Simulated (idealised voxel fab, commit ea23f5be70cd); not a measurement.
process module | voxel ribs on slabs
cross-section cut | 160 nm wide | cells 5 nm
A cross-section is a grid of square cells, given in bands from the top down. A band is one or more rows of cells.
Each band's line starts with the height of the band's top and of its bottom, in nm. Then come its materials from left to right, each with its width in nm. One material with "throughout" fills the band from edge to edge. "air" is empty space.
Height 0 is the level under which the wafer as received is all one material. The lowest band goes on downwards, as in "0 down".
A width such as "30 to 40" changes by the same amount from each row of cells to the next, from the band's top row to its bottom row.
"no change" after a step means that no cell of the cross-section changed.
closed voids: empty space of 8 cells or more with no open way to the top, each as width x height at its distance from the left edge, in nm
after a step's settings: what the simulator itself notes on the step
overlay nm, on a step with a mask: how far to the right of its planned place the mask lay; to the left if negative
plan
1 op RECEIVE | material Si
2 op DIRECTIONAL_DEP | material SiO2 | thk nm 25
3 op DIRECTIONAL_DEP | material SiN | thk nm 20
4 op DIRECTIONAL_DEP | material aC | thk nm 10
5 op PATTERN | tone cover | mask id RIB | material resist | width nm 30 | thk nm 30 | overlay nm 0
6 op DIRECTIONAL_ETCH | etch materials aC | depth nm 10
7 op STRIP | etch materials resist
8 op DIRECTIONAL_ETCH | etch materials SiN | depth nm 10
9 op STRIP | etch materials aC
10 op DIRECTIONAL_DEP | material aC | thk nm 15
11 op PATTERN | tone cover | mask id SLAB | material resist | width nm 90 | thk nm 30 | overlay nm 0
12 op DIRECTIONAL_ETCH | etch materials aC | depth nm 15
13 op STRIP | etch materials resist
14 op DIRECTIONAL_ETCH | etch materials SiN | depth nm 10
15 op STRIP | etch materials aC
16 op FILL_DEP | material SiO2 | thk nm 25
17 op CMP | height nm 65
18 op DIRECTIONAL_DEP | material TiN | thk nm 5
19 op DIRECTIONAL_DEP | material aC | thk nm 15
20 op PATTERN | tone cover | mask id HEATER | material resist | width nm 40 | thk nm 30 | overlay nm 0
21 op DIRECTIONAL_ETCH | etch materials aC | depth nm 15
22 op STRIP | etch materials resist
23 op DIRECTIONAL_ETCH | etch materials TiN | depth nm 5
24 op STRIP | etch materials aC
25 op CONFORMAL_DEP | material SiN | thk nm 5
as received, after step 1
  0 down: Si throughout
  closed voids: none
a wafer at the end: this start, this plan, one mistake
  75 to 70: air 55 | SiN 50 | air 55
  70 to 65: SiN 60 | TiN 40 | SiN 60
  65 to 60: SiO2 throughout
  60 to 50: SiO2 65 | TiN 30 | SiO2 65
  50 to 45: TiN throughout
  45 to 35: TiN 65 | SiN 30 | TiN 65
  35 to 25: SiN throughout
  25 to 0: SiO2 throughout
  0 down: Si throughout
  closed voids: none
what went wrong: step 10 ran as: op DIRECTIONAL_DEP | material TiN | thk nm 15
